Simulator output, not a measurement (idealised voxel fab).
process module | voxel self aligned vias
cross-section cut | 230 nm wide | cells 5 nm
A cross-section is a grid of square cells, given in bands from the top down. A band is one or more rows of cells.
Each band's line starts with the height of the band's top and of its bottom, in nm. Then come its materials from left to right, each with its width in nm. One material with "throughout" fills the band from edge to edge. "air" is empty space.
Height 0 is the level under which the wafer as received is all one material. The lowest band goes on downwards, as in "0 down".
A width such as "30 to 40" changes by the same amount from each row of cells to the next, from the band's top row to its bottom row.
"no change" after a step means that no cell of the cross-section changed.
closed voids: empty space of 8 cells or more with no open way to the top, each as width x height at its distance from the left edge, in nm
after a step's settings: what the simulator itself notes on the step
overlay nm, on a step with a mask: how far to the right of its planned place the mask lay; to the left if negative
plan
1 op RECEIVE | material Si
2 op CONFORMAL_DEP | material SiO2 | thk nm 10
3 op CONFORMAL_DEP | material SiCN | thk nm 5
4 op DIRECTIONAL_DEP | material SiO2 | thk nm 30
5 op DIRECTIONAL_DEP | material aC | thk nm 10
6 op PATTERN | tone open | mask id LINES | material resist | width nm 30 | pitch nm 55 | thk nm 30 | overlay nm 0
7 op DIRECTIONAL_ETCH | etch materials aC | depth nm 10
8 op STRIP | etch materials resist
9 op DIRECTIONAL_ETCH | etch materials SiO2 | depth nm 30
10 op STRIP | etch materials aC
11 op CONFORMAL_DEP | material TiN | thk nm 5
12 op FILL_DEP | material Ru | thk nm 5
13 op CMP | height nm 45
14 op SELECTIVE_ETCH | etch materials W Ru TiN | depth nm 10
15 op FILL_DEP | material SiN | thk nm 10
16 op CMP | height nm 45
17 op DIRECTIONAL_DEP | material SiO2 | thk nm 15
18 op DIRECTIONAL_DEP | material aC | thk nm 10
19 op PATTERN | tone open | mask id VIAS | material resist | width nm 40 | thk nm 30 | overlay nm 0
20 op DIRECTIONAL_ETCH | etch materials aC | depth nm 10
21 op STRIP | etch materials resist
22 op DIRECTIONAL_ETCH | etch materials SiO2 | depth nm 15
23 op DIRECTIONAL_ETCH | etch materials SiN | depth nm 10
24 op STRIP | etch materials aC
25 op CONFORMAL_DEP | material TiN | thk nm 5
26 op FILL_DEP | material Cu | thk nm 5
27 op CMP | height nm 60
28 op CONFORMAL_DEP | material SiN | thk nm 5
first wafer, as planned
as received, after step 1
  0 down: Si throughout
  closed voids: none
after step 2
  10 to 0: SiO2 throughout
  below 0: unchanged
after step 3
  15 to 10: SiCN throughout
  below 10: unchanged
after step 4
  45 to 15: SiO2 throughout
  below 15: unchanged
after step 5
  55 to 45: aC throughout
  below 45: unchanged
after step 6
  85 to 55: resist 70 | air 30 | resist 25 | air 30 | resist 75
  below 55: unchanged
after step 7
  75 to 55: resist 70 | air 30 | resist 25 | air 30 | resist 75
  55 to 45: aC 70 | air 30 | aC 25 | air 30 | aC 75
  below 45: unchanged
after step 8
  55 to 45: aC 70 | air 30 | aC 25 | air 30 | aC 75
  below 45: unchanged
after step 9
  55 to 45: aC 70 | air 30 | aC 25 | air 30 | aC 75
  45 to 15: SiO2 70 | air 30 | SiO2 25 | air 30 | SiO2 75
  below 15: unchanged
after step 10
  45 to 15: SiO2 70 | air 30 | SiO2 25 | air 30 | SiO2 75
  below 15: unchanged
after step 11
  50 to 45: TiN 75 | air 20 | TiN 35 | air 20 | TiN 80
  45 to 20: SiO2 70 | TiN 5 | air 20 | TiN 5 | SiO2 25 | TiN 5 | air 20 | TiN 5 | SiO2 75
  20 to 15: SiO2 70 | TiN 30 | SiO2 25 | TiN 30 | SiO2 75
  below 15: unchanged
after step 12
  55 to 50: Ru throughout
  50 to 45: TiN 75 | Ru 20 | TiN 35 | Ru 20 | TiN 80
  45 to 20: SiO2 70 | TiN 5 | Ru 20 | TiN 5 | SiO2 25 | TiN 5 | Ru 20 | TiN 5 | SiO2 75
  below 20: unchanged
after step 13
  45 to 20: SiO2 70 | TiN 5 | Ru 20 | TiN 5 | SiO2 25 | TiN 5 | Ru 20 | TiN 5 | SiO2 75
  below 20: unchanged
after step 14
  45 to 35: SiO2 70 | air 30 | SiO2 25 | air 30 | SiO2 75
  below 35: unchanged
after step 15
  55 to 45: SiN throughout
  45 to 35: SiO2 70 | SiN 30 | SiO2 25 | SiN 30 | SiO2 75
  below 35: unchanged
after step 16
  45 to 35: SiO2 70 | SiN 30 | SiO2 25 | SiN 30 | SiO2 75
  below 35: unchanged
after step 17
  60 to 45: SiO2 throughout
  below 45: unchanged
after step 18
  70 to 60: aC throughout
  below 60: unchanged
after step 19
  100 to 70: resist 65 | air 40 | resist 125
  below 70: unchanged
after step 20
  90 to 70: resist 65 | air 40 | resist 125
  70 to 60: aC 65 | air 40 | aC 125
  below 60: unchanged
after step 21
  70 to 60: aC 65 | air 40 | aC 125
  below 60: unchanged
after step 22
  70 to 60: aC 65 | air 40 | aC 125
  60 to 45: SiO2 65 | air 40 | SiO2 125
  below 45: unchanged
after step 23
  70 to 60: aC 65 | air 40 | aC 125
  60 to 45: SiO2 65 | air 40 | SiO2 125
  45 to 35: SiO2 70 | air 30 | SiO2 25 | SiN 30 | SiO2 75
  below 35: unchanged
after step 24
  60 to 45: SiO2 65 | air 40 | SiO2 125
  below 45: unchanged
after step 25
  65 to 60: TiN 70 | air 30 | TiN 130
  60 to 50: SiO2 65 | TiN 5 | air 30 | TiN 5 | SiO2 125
  50 to 45: SiO2 65 | TiN 10 | air 20 | TiN 10 | SiO2 125
  45 to 40: SiO2 70 | TiN 5 | air 20 | TiN 5 | SiO2 25 | SiN 30 | SiO2 75
  40 to 35: SiO2 70 | TiN 30 | SiO2 25 | SiN 30 | SiO2 75
  below 35: unchanged
after step 26
  70 to 65: Cu throughout
  65 to 60: TiN 70 | Cu 30 | TiN 130
  60 to 50: SiO2 65 | TiN 5 | Cu 30 | TiN 5 | SiO2 125
  50 to 45: SiO2 65 | TiN 10 | Cu 20 | TiN 10 | SiO2 125
  45 to 40: SiO2 70 | TiN 5 | Cu 20 | TiN 5 | SiO2 25 | SiN 30 | SiO2 75
  below 40: unchanged
after step 27
  60 to 50: SiO2 65 | TiN 5 | Cu 30 | TiN 5 | SiO2 125
  below 50: unchanged
after step 28
  65 to 60: SiN throughout
  below 60: unchanged
second wafer: like start, like plan, one mistake. Through step 21 it matches the first wafer
when step 22 should have ended
  70 to 60: aC 65 | air 40 | aC 125
  60 to 45: SiO2 65 | air 40 | SiO2 125
  45 to 40: SiO2 65 | air 5 | SiN 30 | air 5 | SiO2 20 | SiN 30 | SiO2 75
  below 40: unchanged
when step 23 should have ended
  70 to 60: aC 65 | air 40 | aC 125
  60 to 45: SiO2 65 | air 40 | SiO2 125
  45 to 35: SiO2 65 to 70 | air 40 to 30 | SiO2 20 to 25 | SiN 30 | SiO2 75
  below 35: unchanged
when step 24 should have ended
  60 to 45: SiO2 65 | air 40 | SiO2 125
  below 45: unchanged
when step 25 should have ended
  65 to 60: TiN 70 | air 30 | TiN 130
  60 to 45: SiO2 65 | TiN 5 | air 30 | TiN 5 | SiO2 125
  45 to 40: SiO2 65 | TiN 10 | air 20 | TiN 10 | SiO2 20 | SiN 30 | SiO2 75
  40 to 35: SiO2 70 | TiN 30 | SiO2 25 | SiN 30 | SiO2 75
  below 35: unchanged
when step 26 should have ended
  70 to 65: Cu throughout
  65 to 60: TiN 70 | Cu 30 | TiN 130
  60 to 45: SiO2 65 | TiN 5 | Cu 30 | TiN 5 | SiO2 125
  45 to 40: SiO2 65 | TiN 10 | Cu 20 | TiN 10 | SiO2 20 | SiN 30 | SiO2 75
  below 40: unchanged
when step 27 should have ended
  60 to 45: SiO2 65 | TiN 5 | Cu 30 | TiN 5 | SiO2 125
  below 45: unchanged
when step 28 should have ended
  65 to 60: SiN throughout
  below 60: unchanged
what went wrong: step 22 ran as: op DIRECTIONAL_ETCH | etch materials SiO2 | depth nm 20
at the end the second wafer has, in cells: 2 more of Cu | 2 fewer of SiO2
